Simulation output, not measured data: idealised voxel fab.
The following process module bears the name voxel spacer lines.
We display cut, a cross-section 280 nm in width whose square cells are each 5 nm.
A cross-section is a grid of square cells, given in bands from the top down. A band is one or more rows of cells. The entry gives the band's vertical extent as a top height and a bottom height in nm, then its horizontal make-up as materials from left to right, each with a width in nm. "empty" stands for empty space; a single material marked "all across" fills the band edge to edge. Zero point of the height axis is 0; under it, received wafer = one material. Lowest band: continues down indefinitely, "0 nm and below". With a width like "30 to 40", each row of cells in the band differs from the next by the same amount, the top row carrying the first number and the bottom row the second. Reading "no change occurred" for a step: not a cell of the cross-section changed in it. Empty spaces without an open route to the top, at least 8 cells in extent, make up the entry "Closed void listing"; each is given as width x height at distance, where the distance is measured from the left edge, and all are in nm. Heads up: the bit after the settings on a step's line is the simulator's remark on that step. overlay nm: right-of-plan distance of the mask on a masked step; negative values mean left-of-plan.
Set out below are the planned steps of the process:
1. RECEIVE, material Si
2. CONFORMAL_DEP, material Al2O3, thk nm 5
3. DIRECTIONAL_DEP, material SiN, thk nm 15
4. DIRECTIONAL_DEP, material polySi, thk nm 25
5. PATTERN, tone cover, mask id MANDREL, material resist, width nm 25, pitch nm 70, thk nm 30, overlay nm 0
6. DIRECTIONAL_ETCH, etch materials polySi, depth nm 25
7. STRIP, etch materials resist
8. CONFORMAL_DEP, material SiO2, thk nm 10
9. DIRECTIONAL_ETCH, etch materials SiO2, depth nm 10
10. STRIP, etch materials polySi
11. DIRECTIONAL_ETCH, etch materials SiN, depth nm 15
12. STRIP, etch materials SiO2
Variable across wafers: step 2 thk nm (plan value is that of the first wafer; starting state common to all).
So this is the first of several wafers, cross-sectioned as it came to us, meaning it's at the end of step 1:
	0 nm and below | Si all across
	Closed void listing: none
Take a look at the first of several wafers in cross-section: the module is done, and step 12 was its last step:
	20 nm to 5 nm | empty 45, SiN 10, empty 25, SiN 10, empty 25, SiN 10, empty 25, SiN 10, empty 25, SiN 10, empty 25, SiN 10, empty 50
	5 nm to 0 nm | Al2O3 all across
	0 nm and below | Si all across
	Closed void listing: none
The last wafer as seen in cross-section at the end of the module:
	35 nm to 20 nm | empty 45, SiN 10, empty 25, SiN 10, empty 25, SiN 10, empty 25, SiN 10, empty 25, SiN 10, empty 25, SiN 10, empty 50
	20 nm to 0 nm | Al2O3 all across
	0 nm and below | Si all across
	Closed void listing: none
Below, a row for every wafer. Read it as the end-of-module picture: for each material the wafer shows its cells gained (+) or lost (-) since it was received, and then its closed voids:
thk nm 5, +56 Al2O3, +36 SiN, Closed void listing: none
thk nm 10, +112 Al2O3, +36 SiN, Closed void listing: none
thk nm 15, +168 Al2O3, +36 SiN, Closed void listing: none
thk nm 20, +224 Al2O3, +36 SiN, Closed void listing: none
